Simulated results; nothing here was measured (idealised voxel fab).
process module | voxel double patterning
cross-section cut | 245 nm wide | cells 5 nm
A cross-section is a grid of square cells, given in bands from the top down. A band is one or more rows of cells.
Each band's line starts with the height of the band's top and of its bottom, in nm. Then come its materials from left to right, each with its width in nm. One material with "throughout" fills the band from edge to edge. "air" is empty space.
Height 0 is the level under which the wafer as received is all one material. The lowest band goes on downwards, as in "0 down".
A width such as "30 to 40" changes by the same amount from each row of cells to the next, from the band's top row to its bottom row.
"no change" after a step means that no cell of the cross-section changed.
closed voids: empty space of 8 cells or more with no open way to the top, each as width x height at its distance from the left edge, in nm
after a step's settings: what the simulator itself notes on the step
overlay nm, on a step with a mask: how far to the right of its planned place the mask lay; to the left if negative
plan
1 op RECEIVE | material Si
2 op CONFORMAL_DEP | material SiO2 | thk nm 5
3 op DIRECTIONAL_DEP | material polySi | thk nm 15
4 op DIRECTIONAL_DEP | material SiN | thk nm 5
5 op DIRECTIONAL_DEP | material aC | thk nm 10
6 op PATTERN | tone open | mask id FIRST | material resist | width nm 15 | pitch nm 50 | thk nm 30 | overlay nm 0
7 op DIRECTIONAL_ETCH | etch materials aC | depth nm 10
8 op STRIP | etch materials resist
9 op DIRECTIONAL_ETCH | etch materials SiN | depth nm 5
10 op STRIP | etch materials aC
11 op PATTERN | tone open | mask id SECOND | material resist | width nm 15 | thk nm 20 | overlay nm 0
12 op DIRECTIONAL_ETCH | etch materials SiN | depth nm 5
13 op STRIP | etch materials resist
14 op DIRECTIONAL_ETCH | etch materials polySi | depth nm 15
15 op STRIP | etch materials SiN
as received, after step 1
  0 down: Si throughout
  closed voids: none
a wafer at the end: this start, this plan, one mistake
  20 to 5: air 90 | polySi 15 | air 35 | polySi 15 | air 90
  5 to 0: SiO2 throughout
  0 down: Si throughout
  closed voids: none
what went wrong: step 6 ran as: op PATTERN | tone cover | mask id FIRST | material resist | width nm 15 | pitch nm 50 | thk nm 30 | overlay nm 0
